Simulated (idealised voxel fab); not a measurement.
process module | voxel wiring stack
cross-section cut | 190 nm wide | cells 5 nm
A cross-section is a grid of square cells, given in bands from the top down. A band is one or more rows of cells.
Each band's line starts with the height of the band's top and of its bottom, in nm. Then come its materials from left to right, each with its width in nm. One material with "throughout" fills the band from edge to edge. "air" is empty space.
Height 0 is the level under which the wafer as received is all one material. The lowest band goes on downwards, as in "0 down".
A width such as "30 to 40" changes by the same amount from each row of cells to the next, from the band's top row to its bottom row.
"no change" after a step means that no cell of the cross-section changed.
closed voids: empty space of 8 cells or more with no open way to the top, each as width x height at its distance from the left edge, in nm
after a step's settings: what the simulator itself notes on the step
overlay nm, on a step with a mask: how far to the right of its planned place the mask lay; to the left if negative
plan
1 op RECEIVE | material Si
2 op CONFORMAL_DEP | material SiO2 | thk nm 15
3 op CONFORMAL_DEP | material SiN | thk nm 5
4 op DIRECTIONAL_DEP | material SiO2 | thk nm 20
5 op PATTERN | tone open | mask id METAL_1 | material resist | width nm 25 | pitch nm 40 | thk nm 20 | overlay nm 0
6 op DIRECTIONAL_ETCH | etch materials SiO2 | depth nm 20
7 op DIRECTIONAL_ETCH | etch materials SiN | depth nm 5
8 op STRIP | etch materials resist
9 op CONFORMAL_DEP | material TiN | thk nm 5
10 op FILL_DEP | material W | thk nm 5
11 op CMP | height nm 40
12 op EPI | material Ru | thk nm 5
13 op FILL_DEP | material SiCN | thk nm 5
14 op DIRECTIONAL_DEP | material SiO2 | thk nm 30
15 op DIRECTIONAL_DEP | material aC | thk nm 10
16 op PATTERN | tone open | mask id METAL_2 | material resist | width nm 25 | pitch nm 40 | thk nm 30 | overlay nm 0
17 op DIRECTIONAL_ETCH | etch materials aC | depth nm 10
18 op STRIP | etch materials resist
19 op DIRECTIONAL_ETCH | etch materials SiO2 | depth nm 15
20 op STRIP | etch materials aC
21 op PATTERN | tone open | mask id METAL_2_HOLES | material resist | width nm 15 | thk nm 15 | overlay nm 0
22 op DIRECTIONAL_ETCH | etch materials SiO2 | depth nm 15
23 op DIRECTIONAL_ETCH | etch materials SiCN | depth nm 5
24 op STRIP | etch materials resist
25 op CONFORMAL_DEP | material TiN | thk nm 5
26 op FILL_DEP | material Ru | thk nm 10
27 op CMP | height nm 80
28 op CONFORMAL_DEP | material SiCN | thk nm 5
29 op DIRECTIONAL_DEP | material SiO2 | thk nm 15
30 op DIRECTIONAL_DEP | material aC | thk nm 15
31 op PATTERN | tone open | mask id PLUG_2 | material resist | width nm 15 | thk nm 35 | overlay nm 0
32 op DIRECTIONAL_ETCH | etch materials aC | depth nm 15
33 op STRIP | etch materials resist
34 op DIRECTIONAL_ETCH | etch materials SiO2 | depth nm 15
35 op DIRECTIONAL_ETCH | etch materials SiCN | depth nm 5
36 op STRIP | etch materials aC
37 op CONFORMAL_DEP | material TiN | thk nm 5
38 op FILL_DEP | material Ru | thk nm 5
39 op CMP | height nm 100
40 op DIRECTIONAL_DEP | material TiN | thk nm 5
41 op DIRECTIONAL_DEP | material W | thk nm 20
42 op PATTERN | tone cover | mask id METAL_3 | material resist | width nm 25 | pitch nm 40 | thk nm 20 | overlay nm 0
43 op DIRECTIONAL_ETCH | etch materials W | depth nm 20
44 op DIRECTIONAL_ETCH | etch materials TiN | depth nm 5
45 op STRIP | etch materials resist
46 op CONFORMAL_DEP | material SiN | thk nm 5
47 op FILL_DEP | material SiO2 | thk nm 5
48 op CMP | height nm 125
49 op CONFORMAL_DEP | material SiCN | thk nm 5
first wafer, as planned
as received, after step 1
  0 down: Si throughout
  closed voids: none
after step 2
  15 to 0: SiO2 throughout
  below 0: unchanged
after step 3
  20 to 15: SiN throughout
  below 15: unchanged
after step 4
  40 to 20: SiO2 throughout
  below 20: unchanged
after step 5
  60 to 40: resist 60 | air 25 | resist 15 | air 25 | resist 65
  below 40: unchanged
after step 6
  60 to 40: resist 60 | air 25 | resist 15 | air 25 | resist 65
  40 to 20: SiO2 60 | air 25 | SiO2 15 | air 25 | SiO2 65
  below 20: unchanged
after step 7
  60 to 40: resist 60 | air 25 | resist 15 | air 25 | resist 65
  40 to 20: SiO2 60 | air 25 | SiO2 15 | air 25 | SiO2 65
  20 to 15: SiN 60 | air 25 | SiN 15 | air 25 | SiN 65
  below 15: unchanged
after step 8
  40 to 20: SiO2 60 | air 25 | SiO2 15 | air 25 | SiO2 65
  below 20: unchanged
after step 9
  45 to 40: TiN 65 | air 15 | TiN 25 | air 15 | TiN 70
  40 to 20: SiO2 60 | TiN 5 | air 15 | TiN 5 | SiO2 15 | TiN 5 | air 15 | TiN 5 | SiO2 65
  20 to 15: SiN 60 | TiN 25 | SiN 15 | TiN 25 | SiN 65
  below 15: unchanged
after step 10
  50 to 45: W throughout
  45 to 40: TiN 65 | W 15 | TiN 25 | W 15 | TiN 70
  40 to 20: SiO2 60 | TiN 5 | W 15 | TiN 5 | SiO2 15 | TiN 5 | W 15 | TiN 5 | SiO2 65
  below 20: unchanged
after step 11
  40 to 20: SiO2 60 | TiN 5 | W 15 | TiN 5 | SiO2 15 | TiN 5 | W 15 | TiN 5 | SiO2 65
  below 20: unchanged
after step 12
  45 to 40: air 55 | Ru 35 | air 5 | Ru 35 | air 60
  below 40: unchanged
after step 13
  50 to 45: SiCN throughout
  45 to 40: SiCN 55 | Ru 35 | SiCN 5 | Ru 35 | SiCN 60
  below 40: unchanged
after step 14
  80 to 50: SiO2 throughout
  below 50: unchanged
after step 15
  90 to 80: aC throughout
  below 80: unchanged
after step 16
  120 to 90: resist 60 | air 25 | resist 15 | air 25 | resist 65
  below 90: unchanged
after step 17
  110 to 90: resist 60 | air 25 | resist 15 | air 25 | resist 65
  90 to 80: aC 60 | air 25 | aC 15 | air 25 | aC 65
  below 80: unchanged
after step 18
  90 to 80: aC 60 | air 25 | aC 15 | air 25 | aC 65
  below 80: unchanged
after step 19
  90 to 80: aC 60 | air 25 | aC 15 | air 25 | aC 65
  80 to 65: SiO2 60 | air 25 | SiO2 15 | air 25 | SiO2 65
  below 65: unchanged
after step 20
  80 to 65: SiO2 60 | air 25 | SiO2 15 | air 25 | SiO2 65
  below 65: unchanged
after step 21
  95 to 80: resist 60 | air 15 | resist 115
  80 to 65: SiO2 60 | air 15 | resist 10 | SiO2 15 | resist 25 | SiO2 65
  below 65: unchanged
after step 22
  95 to 80: resist 60 | air 15 | resist 115
  80 to 65: SiO2 60 | air 15 | resist 10 | SiO2 15 | resist 25 | SiO2 65
  65 to 50: SiO2 60 | air 15 | SiO2 115
  below 50: unchanged
after step 23
  95 to 80: resist 60 | air 15 | resist 115
  80 to 65: SiO2 60 | air 15 | resist 10 | SiO2 15 | resist 25 | SiO2 65
  65 to 50: SiO2 60 | air 15 | SiO2 115
  50 to 45: SiCN 60 | air 15 | SiCN 115
  below 45: unchanged
after step 24
  80 to 65: SiO2 60 | air 25 | SiO2 15 | air 25 | SiO2 65
  below 65: unchanged
after step 25
  85 to 80: TiN 65 | air 15 | TiN 25 | air 15 | TiN 70
  80 to 70: SiO2 60 | TiN 5 | air 15 | TiN 5 | SiO2 15 | TiN 5 | air 15 | TiN 5 | SiO2 65
  70 to 65: SiO2 60 | TiN 5 | air 5 | TiN 15 | SiO2 15 | TiN 25 | SiO2 65
  65 to 50: SiO2 60 | TiN 5 | air 5 | TiN 5 | SiO2 115
  50 to 45: SiCN 60 | TiN 15 | SiCN 115
  below 45: unchanged
after step 26
  95 to 85: Ru throughout
  85 to 80: TiN 65 | Ru 15 | TiN 25 | Ru 15 | TiN 70
  80 to 70: SiO2 60 | TiN 5 | Ru 15 | TiN 5 | SiO2 15 | TiN 5 | Ru 15 | TiN 5 | SiO2 65
  70 to 65: SiO2 60 | TiN 5 | Ru 5 | TiN 15 | SiO2 15 | TiN 25 | SiO2 65
  65 to 50: SiO2 60 | TiN 5 | Ru 5 | TiN 5 | SiO2 115
  below 50: unchanged
after step 27
  80 to 70: SiO2 60 | TiN 5 | Ru 15 | TiN 5 | SiO2 15 | TiN 5 | Ru 15 | TiN 5 | SiO2 65
  below 70: unchanged
after step 28
  85 to 80: SiCN throughout
  below 80: unchanged
after step 29
  100 to 85: SiO2 throughout
  below 85: unchanged
after step 30
  115 to 100: aC throughout
  below 100: unchanged
after step 31
  150 to 115: resist 60 | air 15 | resist 115
  below 115: unchanged
after step 32
  135 to 115: resist 60 | air 15 | resist 115
  115 to 100: aC 60 | air 15 | aC 115
  below 100: unchanged
after step 33
  115 to 100: aC 60 | air 15 | aC 115
  below 100: unchanged
after step 34
  115 to 100: aC 60 | air 15 | aC 115
  100 to 85: SiO2 60 | air 15 | SiO2 115
  below 85: unchanged
after step 35
  115 to 100: aC 60 | air 15 | aC 115
  100 to 85: SiO2 60 | air 15 | SiO2 115
  85 to 80: SiCN 60 | air 15 | SiCN 115
  below 80: unchanged
after step 36
  100 to 85: SiO2 60 | air 15 | SiO2 115
  below 85: unchanged
after step 37
  105 to 100: TiN 65 | air 5 | TiN 120
  100 to 85: SiO2 60 | TiN 5 | air 5 | TiN 5 | SiO2 115
  85 to 80: SiCN 60 | TiN 15 | SiCN 115
  below 80: unchanged
after step 38
  110 to 105: Ru throughout
  105 to 100: TiN 65 | Ru 5 | TiN 120
  100 to 85: SiO2 60 | TiN 5 | Ru 5 | TiN 5 | SiO2 115
  below 85: unchanged
after step 39
  100 to 85: SiO2 60 | TiN 5 | Ru 5 | TiN 5 | SiO2 115
  below 85: unchanged
after step 40
  105 to 100: TiN throughout
  below 100: unchanged
after step 41
  125 to 105: W throughout
  below 105: unchanged
after step 42
  145 to 125: air 60 | resist 25 | air 15 | resist 25 | air 65
  below 125: unchanged
after step 43
  145 to 125: air 60 | resist 25 | air 15 | resist 25 | air 65
  125 to 105: air 60 | W 25 | air 15 | W 25 | air 65
  below 105: unchanged
after step 44
  145 to 125: air 60 | resist 25 | air 15 | resist 25 | air 65
  125 to 105: air 60 | W 25 | air 15 | W 25 | air 65
  105 to 100: air 60 | TiN 25 | air 15 | TiN 25 | air 65
  below 100: unchanged
after step 45
  125 to 105: air 60 | W 25 | air 15 | W 25 | air 65
  below 105: unchanged
after step 46
  130 to 125: air 55 | SiN 35 | air 5 | SiN 35 | air 60
  125 to 105: air 55 | SiN 5 | W 25 | SiN 5 | air 5 | SiN 5 | W 25 | SiN 5 | air 60
  105 to 100: SiN 60 | TiN 25 | SiN 15 | TiN 25 | SiN 65
  below 100: unchanged
after step 47
  135 to 130: SiO2 throughout
  130 to 125: SiO2 55 | SiN 35 | SiO2 5 | SiN 35 | SiO2 60
  125 to 105: SiO2 55 | SiN 5 | W 25 | SiN 5 | SiO2 5 | SiN 5 | W 25 | SiN 5 | SiO2 60
  below 105: unchanged
after step 48
  125 to 105: SiO2 55 | SiN 5 | W 25 | SiN 5 | SiO2 5 | SiN 5 | W 25 | SiN 5 | SiO2 60
  below 105: unchanged
after step 49
  130 to 125: SiCN throughout
  below 125: unchanged
second wafer: like start, like plan, one mistake. Through step 1 it matches the first wafer
when step 2 should have ended
  10 to 0: SiO2 throughout
  below 0: unchanged
when step 3 should have ended
  15 to 10: SiN throughout
  below 10: unchanged
when step 4 should have ended
  35 to 15: SiO2 throughout
  below 15: unchanged
when step 5 should have ended
  55 to 35: resist 60 | air 25 | resist 15 | air 25 | resist 65
  below 35: unchanged
when step 6 should have ended
  55 to 35: resist 60 | air 25 | resist 15 | air 25 | resist 65
  35 to 15: SiO2 60 | air 25 | SiO2 15 | air 25 | SiO2 65
  below 15: unchanged
when step 7 should have ended
  55 to 35: resist 60 | air 25 | resist 15 | air 25 | resist 65
  35 to 15: SiO2 60 | air 25 | SiO2 15 | air 25 | SiO2 65
  15 to 10: SiN 60 | air 25 | SiN 15 | air 25 | SiN 65
  below 10: unchanged
when step 8 should have ended
  35 to 15: SiO2 60 | air 25 | SiO2 15 | air 25 | SiO2 65
  below 15: unchanged
when step 9 should have ended
  40 to 35: TiN 65 | air 15 | TiN 25 | air 15 | TiN 70
  35 to 15: SiO2 60 | TiN 5 | air 15 | TiN 5 | SiO2 15 | TiN 5 | air 15 | TiN 5 | SiO2 65
  15 to 10: SiN 60 | TiN 25 | SiN 15 | TiN 25 | SiN 65
  below 10: unchanged
when step 10 should have ended
  45 to 40: W throughout
  40 to 35: TiN 65 | W 15 | TiN 25 | W 15 | TiN 70
  35 to 15: SiO2 60 | TiN 5 | W 15 | TiN 5 | SiO2 15 | TiN 5 | W 15 | TiN 5 | SiO2 65
  below 15: unchanged
when step 11 should have ended
  40 to 35: TiN 65 | W 15 | TiN 25 | W 15 | TiN 70
  below 35: unchanged
when step 12 should have ended
  45 to 40: Ru throughout
  below 40: unchanged
when step 13 should have ended
  50 to 45: SiCN throughout
  below 45: unchanged
when step 14 should have ended
  80 to 50: SiO2 throughout
  below 50: unchanged
when step 15 should have ended
  90 to 80: aC throughout
  below 80: unchanged
when step 16 should have ended
  120 to 90: resist 60 | air 25 | resist 15 | air 25 | resist 65
  below 90: unchanged
when step 17 should have ended
  110 to 90: resist 60 | air 25 | resist 15 | air 25 | resist 65
  90 to 80: aC 60 | air 25 | aC 15 | air 25 | aC 65
  below 80: unchanged
when step 18 should have ended
  90 to 80: aC 60 | air 25 | aC 15 | air 25 | aC 65
  below 80: unchanged
when step 19 should have ended
  90 to 80: aC 60 | air 25 | aC 15 | air 25 | aC 65
  80 to 65: SiO2 60 | air 25 | SiO2 15 | air 25 | SiO2 65
  below 65: unchanged
when step 20 should have ended
  80 to 65: SiO2 60 | air 25 | SiO2 15 | air 25 | SiO2 65
  below 65: unchanged
when step 21 should have ended
  95 to 80: resist 60 | air 15 | resist 115
  80 to 65: SiO2 60 | air 15 | resist 10 | SiO2 15 | resist 25 | SiO2 65
  below 65: unchanged
when step 22 should have ended
  95 to 80: resist 60 | air 15 | resist 115
  80 to 65: SiO2 60 | air 15 | resist 10 | SiO2 15 | resist 25 | SiO2 65
  65 to 50: SiO2 60 | air 15 | SiO2 115
  below 50: unchanged
when step 23 should have ended
  95 to 80: resist 60 | air 15 | resist 115
  80 to 65: SiO2 60 | air 15 | resist 10 | SiO2 15 | resist 25 | SiO2 65
  65 to 50: SiO2 60 | air 15 | SiO2 115
  50 to 45: SiCN 60 | air 15 | SiCN 115
  below 45: unchanged
when step 24 should have ended
  80 to 65: SiO2 60 | air 25 | SiO2 15 | air 25 | SiO2 65
  below 65: unchanged
when step 25 should have ended
  85 to 80: TiN 65 | air 15 | TiN 25 | air 15 | TiN 70
  80 to 70: SiO2 60 | TiN 5 | air 15 | TiN 5 | SiO2 15 | TiN 5 | air 15 | TiN 5 | SiO2 65
  70 to 65: SiO2 60 | TiN 5 | air 5 | TiN 15 | SiO2 15 | TiN 25 | SiO2 65
  65 to 50: SiO2 60 | TiN 5 | air 5 | TiN 5 | SiO2 115
  50 to 45: SiCN 60 | TiN 15 | SiCN 115
  below 45: unchanged
when step 26 should have ended
  95 to 85: Ru throughout
  85 to 80: TiN 65 | Ru 15 | TiN 25 | Ru 15 | TiN 70
  80 to 70: SiO2 60 | TiN 5 | Ru 15 | TiN 5 | SiO2 15 | TiN 5 | Ru 15 | TiN 5 | SiO2 65
  70 to 65: SiO2 60 | TiN 5 | Ru 5 | TiN 15 | SiO2 15 | TiN 25 | SiO2 65
  65 to 50: SiO2 60 | TiN 5 | Ru 5 | TiN 5 | SiO2 115
  below 50: unchanged
when step 27 should have ended
  80 to 70: SiO2 60 | TiN 5 | Ru 15 | TiN 5 | SiO2 15 | TiN 5 | Ru 15 | TiN 5 | SiO2 65
  below 70: unchanged
when step 28 should have ended
  85 to 80: SiCN throughout
  below 80: unchanged
when step 29 should have ended
  100 to 85: SiO2 throughout
  below 85: unchanged
when step 30 should have ended
  115 to 100: aC throughout
  below 100: unchanged
when step 31 should have ended
  150 to 115: resist 60 | air 15 | resist 115
  below 115: unchanged
when step 32 should have ended
  135 to 115: resist 60 | air 15 | resist 115
  115 to 100: aC 60 | air 15 | aC 115
  below 100: unchanged
when step 33 should have ended
  115 to 100: aC 60 | air 15 | aC 115
  below 100: unchanged
when step 34 should have ended
  115 to 100: aC 60 | air 15 | aC 115
  100 to 85: SiO2 60 | air 15 | SiO2 115
  below 85: unchanged
when step 35 should have ended
  115 to 100: aC 60 | air 15 | aC 115
  100 to 85: SiO2 60 | air 15 | SiO2 115
  85 to 80: SiCN 60 | air 15 | SiCN 115
  below 80: unchanged
when step 36 should have ended
  100 to 85: SiO2 60 | air 15 | SiO2 115
  below 85: unchanged
when step 37 should have ended
  105 to 100: TiN 65 | air 5 | TiN 120
  100 to 85: SiO2 60 | TiN 5 | air 5 | TiN 5 | SiO2 115
  85 to 80: SiCN 60 | TiN 15 | SiCN 115
  below 80: unchanged
when step 38 should have ended
  110 to 105: Ru throughout
  105 to 100: TiN 65 | Ru 5 | TiN 120
  100 to 85: SiO2 60 | TiN 5 | Ru 5 | TiN 5 | SiO2 115
  below 85: unchanged
when step 39 should have ended
  100 to 85: SiO2 60 | TiN 5 | Ru 5 | TiN 5 | SiO2 115
  below 85: unchanged
when step 40 should have ended
  105 to 100: TiN throughout
  below 100: unchanged
when step 41 should have ended
  125 to 105: W throughout
  below 105: unchanged
when step 42 should have ended
  145 to 125: air 60 | resist 25 | air 15 | resist 25 | air 65
  below 125: unchanged
when step 43 should have ended
  145 to 125: air 60 | resist 25 | air 15 | resist 25 | air 65
  125 to 105: air 60 | W 25 | air 15 | W 25 | air 65
  below 105: unchanged
when step 44 should have ended
  145 to 125: air 60 | resist 25 | air 15 | resist 25 | air 65
  125 to 105: air 60 | W 25 | air 15 | W 25 | air 65
  105 to 100: air 60 | TiN 25 | air 15 | TiN 25 | air 65
  below 100: unchanged
when step 45 should have ended
  125 to 105: air 60 | W 25 | air 15 | W 25 | air 65
  below 105: unchanged
when step 46 should have ended
  130 to 125: air 55 | SiN 35 | air 5 | SiN 35 | air 60
  125 to 105: air 55 | SiN 5 | W 25 | SiN 5 | air 5 | SiN 5 | W 25 | SiN 5 | air 60
  105 to 100: SiN 60 | TiN 25 | SiN 15 | TiN 25 | SiN 65
  below 100: unchanged
when step 47 should have ended
  135 to 130: SiO2 throughout
  130 to 125: SiO2 55 | SiN 35 | SiO2 5 | SiN 35 | SiO2 60
  125 to 105: SiO2 55 | SiN 5 | W 25 | SiN 5 | SiO2 5 | SiN 5 | W 25 | SiN 5 | SiO2 60
  below 105: unchanged
when step 48 should have ended
  125 to 105: SiO2 55 | SiN 5 | W 25 | SiN 5 | SiO2 5 | SiN 5 | W 25 | SiN 5 | SiO2 60
  below 105: unchanged
when step 49 should have ended
  130 to 125: SiCN throughout
  below 125: unchanged
what went wrong: step 2 ran as: op CONFORMAL_DEP | material SiO2 | thk nm 10
at the end the second wafer has, in cells: 24 more of Ru | 24 fewer of SiCN | 38 fewer of SiO2 | 32 more of TiN | 6 more of W
